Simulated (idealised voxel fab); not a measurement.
The process module that follows is named voxel self aligned vias.
Xsec cut, 190 nm wide, square cell size 5 nm.
In this document a cross-section is written as a grid of square cells. It is given as a series of bands, listed from the top down, and a band is one or more rows of cells.
Band: top and bottom heights (nm) first, top before bottom; then materials from left to right, widths in nm. "all across" marks a sole material filling the band edge to edge. "blank" denotes empty space.
Where do heights start? At 0: under that level the wafer as delivered is made of one material only. And the lowest band has no floor; it just carries on downward, as in "0 -> down".
Graded width ("30 to 40"): value in top row of band = first number; value in bottom row = second number; row-to-row change constant.
Where a step carries "nothing was modified", the cross-section came out of it unchanged, cell for cell.
Entry "Trapped void list" = empty spaces >= 8 cells with no open way to the top; each as width x height at distance, distance from left edge, all nm.
Post-settings text on a step line: simulator's own remark regarding the step.
overlay nm: where the mask lay relative to plan, measured to the right, on steps with a mask; negatives go left.
Process steps - plan:
1. RECEIVE [material Si]
2. CONFORMAL_DEP [material SiO2] [thk nm 10]
3. CONFORMAL_DEP [material SiCN] [thk nm 5]
4. DIRECTIONAL_DEP [material SiO2] [thk nm 25]
5. PATTERN [tone open] [mask id LINES] [material resist] [width nm 25] [pitch nm 70] [thk nm 15] [overlay nm 0]
6. DIRECTIONAL_ETCH [etch materials SiO2] [depth nm 25]
7. STRIP [etch materials resist]
8. CONFORMAL_DEP [material TiN] [thk nm 5]
9. FILL_DEP [material W] [thk nm 10]
10. CMP [height nm 40]
11. SELECTIVE_ETCH [etch materials W Ru TiN] [depth nm 5]
12. FILL_DEP [material SiN] [thk nm 5]
13. CMP [height nm 40]
14. DIRECTIONAL_DEP [material SiO2] [thk nm 20]
15. MASKED_ETCH [tone open] [mask id VIAS] [width nm 45] [etch materials SiO2] [depth nm 20] [overlay nm 0]
16. MASKED_ETCH [tone open] [mask id VIAS] [width nm 45] [etch materials SiN] [depth nm 5] [overlay nm 0]
17. CONFORMAL_DEP [material TiN] [thk nm 5]
18. FILL_DEP [material Ru] [thk nm 5]
19. CMP [height nm 60]
20. CONFORMAL_DEP [material SiCN] [thk nm 5]
So this is the incoming wafer in cross-section - it's already been through step 1:
	0 -> down  Si all across
	Trapped void list: none
The plan above was carried out on the starting structure above with one mistake, and this cross-section shows the wafer at the end of the module:
	65 -> 60  SiCN all across
	60 -> 45  SiO2 40 nm, then TiN 5 nm, then Ru 30 nm, then TiN 5 nm, then SiO2 110 nm
	45 -> 40  SiO2 40 nm, then TiN 10 nm, then Ru 15 nm, then TiN 15 nm, then SiO2 110 nm
	40 -> 35  SiO2 45 nm, then TiN 25 nm, then SiO2 45 nm, then SiN 25 nm, then SiO2 50 nm
	35 -> 20  SiO2 45 nm, then TiN 5 nm, then W 15 nm, then TiN 5 nm, then SiO2 45 nm, then TiN 5 nm, then W 15 nm, then TiN 5 nm, then SiO2 50 nm
	20 -> 15  SiO2 45 nm, then TiN 25 nm, then SiO2 45 nm, then TiN 25 nm, then SiO2 50 nm
	15 -> 10  SiCN all across
	10 -> 0  SiO2 all across
	0 -> down  Si all across
	Trapped void list: none
Diagnosis: note that step 15 departed from the planned setting and was carried out as MASKED_ETCH [tone open] [mask id VIAS] [width nm 40] [etch materials SiO2] [depth nm 20] [overlay nm 0]
